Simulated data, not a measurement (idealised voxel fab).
The following is a process module called voxel self aligned vias.
This is section cut - it's 155 nm across, gridded in 5 nm square cells.
Cross-sections here: square-cell grids, written as top-down lists of bands, a band being one or more rows of cells. Quick guide to a band line: top height, bottom height (nm) up front; then every material left to right with its width in nm. Only one material and it's marked "everywhere"? Then it fills the band edge to edge. And "air" just means empty space. Measure heights from 0. That's the level where, below it, the as-received wafer is all one material. The lowest band is bottomless and extends downward; write it as in "top 0, no bottom". Width spec "30 to 40" -> top row of cells at first value, bottom row at second value, equal per-row change in between. Given "remained unchanged" for a step, no cell of the cross-section differs between before and after that step. In "Fully enclosed voids" the enclosed voids are listed, meaning empty spaces of 8 cells or larger without any opening to the top. The form is width x height at distance, distance from the left edge, units nm. The remark found on a step's line after its settings is issued by the simulator itself and pertains to that step. Among the settings permitted on a step's line is "overlay nm"; applied to a step with a mask, it specifies the extent to which the mask lay to the right of its planned position, whereas a negative figure signifies a position to the left.
## Process steps (planned)
1. RECEIVE with material Si
2. CONFORMAL_DEP with material SiO2, thk nm 15
3. CONFORMAL_DEP with material SiCN, thk nm 5
4. DIRECTIONAL_DEP with material lowk, thk nm 30
5. MASKED_ETCH with tone open, mask id LINES, width nm 30, pitch nm 60, etch materials lowk, depth nm 30, overlay nm 0
6. CONFORMAL_DEP with material TiN, thk nm 5
7. FILL_DEP with material W, thk nm 5
8. CMP with height nm 50
9. SELECTIVE_ETCH with etch materials W Ru TiN, depth nm 5
10. FILL_DEP with material SiN, thk nm 10
11. CMP with height nm 50
12. DIRECTIONAL_DEP with material lowk, thk nm 20
13. DIRECTIONAL_DEP with material aC, thk nm 10
14. PATTERN with tone open, mask id VIAS, material resist, width nm 40, pitch nm 60, thk nm 25, overlay nm 0
15. DIRECTIONAL_ETCH with etch materials aC, depth nm 10
16. STRIP with etch materials resist
17. DIRECTIONAL_ETCH with etch materials lowk, depth nm 20
18. DIRECTIONAL_ETCH with etch materials SiN, depth nm 5
19. STRIP with etch materials aC
20. CONFORMAL_DEP with material TiN, thk nm 5
21. FILL_DEP with material Ru, thk nm 5
22. CMP with height nm 70
23. CONFORMAL_DEP with material SiN, thk nm 5
## Cross-section of the wafer at receipt, which is the condition after step 1
  top 0, no bottom  Si everywhere
  Fully enclosed voids: none
## Run as planned - first of the two wafers cross-sectioned at the end of the module
  top 75, bottom 70  SiN everywhere
  top 70, bottom 55  lowk: 25, TiN: 5, Ru: 30, TiN: 5, lowk: 20, TiN: 5, Ru: 30, TiN: 5, lowk: 30
  top 55, bottom 50  lowk: 25, TiN: 10, Ru: 20, TiN: 10, lowk: 20, TiN: 10, Ru: 20, TiN: 10, lowk: 30
  top 50, bottom 45  lowk: 30, TiN: 30, lowk: 30, TiN: 30, lowk: 35
  top 45, bottom 25  lowk: 30, TiN: 5, W: 20, TiN: 5, lowk: 30, TiN: 5, W: 20, TiN: 5, lowk: 35
  top 25, bottom 20  lowk: 30, TiN: 30, lowk: 30, TiN: 30, lowk: 35
  top 20, bottom 15  SiCN everywhere
  top 15, bottom 0  SiO2 everywhere
  top 0, no bottom  Si everywhere
  Fully enclosed voids: none
## Cross-sectional view: second of two wafers, end of module; start and plan identical to the first, one mistake in running
  top 75, bottom 70  SiN everywhere
  top 70, bottom 55  lowk: 25, TiN: 5, Ru: 30, TiN: 5, lowk: 20, TiN: 5, Ru: 30, TiN: 5, lowk: 30
  top 55, bottom 50  lowk: 25, TiN: 10, Ru: 20, TiN: 10, lowk: 20, TiN: 10, Ru: 20, TiN: 10, lowk: 30
  top 50, bottom 45  lowk: 30, TiN: 30, lowk: 30, TiN: 30, lowk: 35
  top 45, bottom 25  lowk: 30, TiN: 5, W: 20, TiN: 5, lowk: 30, TiN: 5, W: 20, TiN: 5, lowk: 35
  top 25, bottom 20  lowk: 30, TiN: 30, lowk: 30, TiN: 30, lowk: 35
  top 20, bottom 5  SiO2 everywhere
  top 5, bottom 0  SiCN everywhere
  top 0, no bottom  Si everywhere
  Fully enclosed voids: none
The mistake made against the process plan was this: so 2 and 3 got swapped relative to the plan, each ran where the other was supposed to
Comparing end states, the material composition by cell count is preserved from the first wafer to the second, while the locations of the cells are not.
